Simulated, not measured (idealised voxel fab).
Proc. module: voxel tone inversion
Xsec cut, 230 nm wide, square cell size 5 nm.
When this document writes out a cross-section, it uses a grid of square cells and lists it as bands, beginning at the top and moving down, with a band standing for one or more rows of cells.
A band entry consists of two parts. The first gives the height of the band's top and the height of its bottom, in nm. The rest lists the band's materials from left to right, each with its width in nm. A single material labelled with the word "full width" fills the band from edge to edge, and the word "empty" marks empty space.
Zero point of the height axis is 0; under it, received wafer = one material. Lowest band: continues down indefinitely, "0 nm and below".
Per-row width for "30..40": begins at first number (top row of band), ends at second number (bottom row), increment between rows held constant.
For the purposes of this document, the phrase "same as before" attached to a step denotes that no cell within the cross-section was modified by that step.
Any empty space of 8 cells or more lacking an open way to the top shows up in "Fully closed voids" as width x height at distance, distance from the left edge, in nm.
Post-settings text on a step line: simulator's own remark regarding the step.
For masked steps, "overlay nm" on the step line gives how far right of plan the mask actually lay; a minus sign means it lay to the left.

This section lists the process steps that were planned
1) RECEIVE,material Si
2) CONFORMAL_DEP,material SiCN,thk nm 10
3) DIRECTIONAL_DEP,material polySi,thk nm 20
4) PATTERN,tone cover,mask id POSTS,material resist,width nm 20,pitch nm 40,thk nm 30,overlay nm 0
5) DIRECTIONAL_ETCH,etch materials polySi,depth nm 20
6) STRIP,etch materials resist
7) FILL_DEP,material SiO2,thk nm 5
8) CMP,height nm 30
9) STRIP,etch materials polySi
10) CONFORMAL_DEP,material TiN,thk nm 5
11) FILL_DEP,material W,thk nm 5
12) CMP,height nm 30
13) CONFORMAL_DEP,material SiCN,thk nm 5

Cross-section of the incoming wafer, state after step 1
- 0 nm and below: Si full width
- Fully closed voids: none

Starting structure and process plan are as shown above, but one mistake was made in running the module; the wafer cross-section at the end of the module follows
- 35 nm to 30 nm: SiCN full width
- 30 nm to 15 nm: W: 80 / TiN: 5 / SiO2: 20 / TiN: 5 / W: 10 / TiN: 5 / SiO2: 20 / TiN: 5 / W: 80
- 15 nm to 10 nm: TiN: 85 / SiO2: 20 / TiN: 20 / SiO2: 20 / TiN: 85
- 10 nm to 0 nm: SiCN full width
- 0 nm and below: Si full width
- Fully closed voids: none
Error vs. plan: off-plan run, step 4, actual operation and settings PATTERN,tone open,mask id POSTS,material resist,width nm 20,pitch nm 40,thk nm 30,overlay nm 0
